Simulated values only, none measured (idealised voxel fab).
Presented below is a process module, voxel capacitor over wiring.
Pictured: cross-section cut, 175 nm wide, on a grid of 5 nm square cells.
Cross-sections here: square-cell grids, written as top-down lists of bands, a band being one or more rows of cells.
Heads up on the band format: heights come first, top then bottom, in nm. After that it's the materials left to right, each with its width in nm. A single material flagged "all across" fills the whole band edge to edge, and "blank" means there's empty space there.
Heights are expressed relative to 0, this being the level below which the as-received wafer comprises one material exclusively. The lowest band is unbounded in the downward direction and is denoted as in "0 nm and below".
When a width is written as two numbers, as in "30 to 40", the first number is the width in the top row of cells of the band and the second is the width in its bottom row, and the width changes by the same amount from each row to the next.
Step marked "changes: none"? Then no cell in the cross-section changed in it.
What "Voids, enclosed" gives you is every empty space of 8 cells or more that is cut off from the top. Each appears as width x height at distance, with the distance taken from the left edge and width, height and distance all in nm.
Past the settings on a step's line: simulator remark, on that step.
On any step carrying a mask, the "overlay nm" setting, if present on the step's line, tells how far right of its planned place the mask lay; negative values point to the left.
Below is the list of planned process steps
1,RECEIVE: material Si
2,CONFORMAL_DEP: material SiO2, thk nm 10
3,DIRECTIONAL_DEP: material TiN, thk nm 5
4,DIRECTIONAL_DEP: material W, thk nm 20
5,DIRECTIONAL_DEP: material aC, thk nm 10
6,PATTERN: tone cover, mask id METAL_1, material resist, width nm 30, pitch nm 80, thk nm 25, overlay nm 0
7,DIRECTIONAL_ETCH: etch materials aC, depth nm 10
8,STRIP: etch materials resist
9,DIRECTIONAL_ETCH: etch materials W, depth nm 20
10,DIRECTIONAL_ETCH: etch materials TiN, depth nm 5
11,STRIP: etch materials aC
12,CONFORMAL_DEP: material SiCN, thk nm 5
13,FILL_DEP: material lowk, thk nm 10
14,CMP: height nm 35
15,CONFORMAL_DEP: material SiCN, thk nm 5
16,DIRECTIONAL_DEP: material lowk, thk nm 10
17,PATTERN: tone open, mask id PLUG_1, material resist, width nm 15, thk nm 15, overlay nm 0
18,DIRECTIONAL_ETCH: etch materials lowk, depth nm 10
19,DIRECTIONAL_ETCH: etch materials SiCN, depth nm 5
20,STRIP: etch materials resist
21,EPI: material Ru, thk nm 10
22,EPI: material Ru, thk nm 5
23,DIRECTIONAL_DEP: material TiN, thk nm 10
24,DIRECTIONAL_DEP: material SiN, thk nm 5
25,DIRECTIONAL_DEP: material TiN, thk nm 10
26,PATTERN: tone cover, mask id UPPER_PLATE, material resist, width nm 55, thk nm 15, overlay nm 0
27,DIRECTIONAL_ETCH: etch materials TiN, depth nm 10
28,DIRECTIONAL_ETCH: etch materials SiN, depth nm 5
29,STRIP: etch materials resist
30,MASKED_ETCH: tone cover, mask id LOWER_PLATE, width nm 65, etch materials TiN, depth nm 10, overlay nm 0
31,FILL_DEP: material SiO2, thk nm 20
32,CMP: height nm 90
33,PATTERN: tone open, mask id PLUG_2, material resist, width nm 15, thk nm 15, overlay nm 0
34,DIRECTIONAL_ETCH: etch materials SiO2, depth nm 15
35,STRIP: etch materials resist
36,CONFORMAL_DEP: material TiN, thk nm 5
37,FILL_DEP: material Ru, thk nm 10
38,CMP: height nm 90
39,CONFORMAL_DEP: material SiCN, thk nm 5
Cross-sectional view of the wafer in its as-received condition, corresponding to the state after step 1
> 0 nm and below  Si all across
> Voids, enclosed: none
End-of-module cross-section of the first of two wafers, processed as planned
> 95 nm to 90 nm  SiCN all across
> 90 nm to 80 nm  SiO2 (55), then TiN (5), then Ru (5), then TiN (5), then SiO2 (105)
> 80 nm to 75 nm  SiO2 (55), then TiN (15), then SiO2 (105)
> 75 nm to 65 nm  SiO2 (45), then TiN (55), then SiO2 (75)
> 65 nm to 60 nm  SiO2 (45), then SiN (55), then SiO2 (75)
> 60 nm to 50 nm  SiO2 (40), then TiN (65), then SiO2 (70)
> 50 nm to 40 nm  lowk (45), then Ru (15), then lowk (115)
> 40 nm to 35 nm  SiCN (45), then Ru (15), then SiCN (115)
> 35 nm to 15 nm  lowk (25), then SiCN (5), then W (30), then SiCN (5), then lowk (40), then SiCN (5), then W (30), then SiCN (5), then lowk (30)
> 15 nm to 10 nm  SiCN (30), then TiN (30), then SiCN (50), then TiN (30), then SiCN (35)
> 10 nm to 0 nm  SiO2 all across
> 0 nm and below  Si all across
> Voids, enclosed: none
This cross-section belongs to the second wafer of two at the end of the module; the start and the plan were shared with the first, and the run included one mistake
> 95 nm to 90 nm  SiCN all across
> 90 nm to 80 nm  SiO2 (65), then TiN (5), then Ru (5), then TiN (5), then SiO2 (95)
> 80 nm to 75 nm  SiO2 (65), then TiN (15), then SiO2 (95)
> 75 nm to 65 nm  SiO2 (45), then TiN (55), then SiO2 (75)
> 65 nm to 60 nm  SiO2 (45), then SiN (55), then SiO2 (75)
> 60 nm to 50 nm  SiO2 (40), then TiN (65), then SiO2 (70)
> 50 nm to 40 nm  lowk (45), then Ru (15), then lowk (115)
> 40 nm to 35 nm  SiCN (45), then Ru (15), then SiCN (115)
> 35 nm to 15 nm  lowk (25), then SiCN (5), then W (30), then SiCN (5), then lowk (40), then SiCN (5), then W (30), then SiCN (5), then lowk (30)
> 15 nm to 10 nm  SiCN (30), then TiN (30), then SiCN (50), then TiN (30), then SiCN (35)
> 10 nm to 0 nm  SiO2 all across
> 0 nm and below  Si all across
> Voids, enclosed: none
Diagnosis: step 33 did not happen as planned, as run it was PATTERN: tone open, mask id PLUG_2, material resist, width nm 15, thk nm 15, overlay nm 10
Heads up: at the end the two wafers have identical cell counts per material, they're just laid out differently.
